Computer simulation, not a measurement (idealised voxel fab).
process module | voxel released beams
cross-section cut | 190 nm wide | cells 5 nm
A cross-section is a grid of square cells, given in bands from the top down. A band is one or more rows of cells.
Each band's line starts with the height of the band's top and of its bottom, in nm. Then come its materials from left to right, each with its width in nm. One material with "throughout" fills the band from edge to edge. "air" is empty space.
Height 0 is the level under which the wafer as received is all one material. The lowest band goes on downwards, as in "0 down".
A width such as "30 to 40" changes by the same amount from each row of cells to the next, from the band's top row to its bottom row.
"no change" after a step means that no cell of the cross-section changed.
closed voids: empty space of 8 cells or more with no open way to the top, each as width x height at its distance from the left edge, in nm
after a step's settings: what the simulator itself notes on the step
overlay nm, on a step with a mask: how far to the right of its planned place the mask lay; to the left if negative
plan
1 op RECEIVE | material Si
2 op CONFORMAL_DEP | material SiN | thk nm 10
3 op DIRECTIONAL_DEP | material SiO2 | thk nm 10
4 op DIRECTIONAL_DEP | material aC | thk nm 15
5 op PATTERN | tone open | mask id ANCHOR | material resist | width nm 35 | thk nm 35 | overlay nm 0
6 op DIRECTIONAL_ETCH | etch materials aC | depth nm 15
7 op STRIP | etch materials resist
8 op DIRECTIONAL_ETCH | etch materials SiO2 | depth nm 10
9 op STRIP | etch materials aC
10 op CONFORMAL_DEP | material TiN | thk nm 10
11 op DIRECTIONAL_DEP | material aC | thk nm 10
12 op PATTERN | tone cover | mask id BEAM | material resist | width nm 100 | thk nm 30 | overlay nm 0
13 op DIRECTIONAL_ETCH | etch materials aC | depth nm 5
14 op STRIP | etch materials resist
15 op DIRECTIONAL_ETCH | etch materials TiN | depth nm 10
16 op STRIP | etch materials aC
17 op STRIP | etch materials SiO2
varied across the wafers: depth nm of step 13. The plan shows the first wafer's value. All wafers start alike
first wafer as received, after step 1
  0 down: Si throughout
  closed voids: none
first wafer at the end, after step 17
  30 to 20: TiN 55 | air 15 | TiN 120
  20 to 10: SiO2 45 | TiN 35 | SiO2 110
  10 to 0: SiN throughout
  0 down: Si throughout
  closed voids: none
last wafer at the end
  30 to 20: air 40 | TiN 15 | air 15 | TiN 70 | air 50
  20 to 10: air 45 | TiN 35 | air 110
  10 to 0: SiN throughout
  0 down: Si throughout
  closed voids: none
each wafer at the end: cells of each material gained (+) or lost (-) since it was received, then its closed voids
depth nm 5 | +76 SiN | +62 SiO2 | +84 TiN | closed voids: none
depth nm 10 | +76 SiN | +48 TiN | closed voids: none
depth nm 15 | +76 SiN | +48 TiN | closed voids: none
depth nm 20 | +76 SiN | +48 TiN | closed voids: none
depth nm 25 | +76 SiN | +48 TiN | closed voids: none
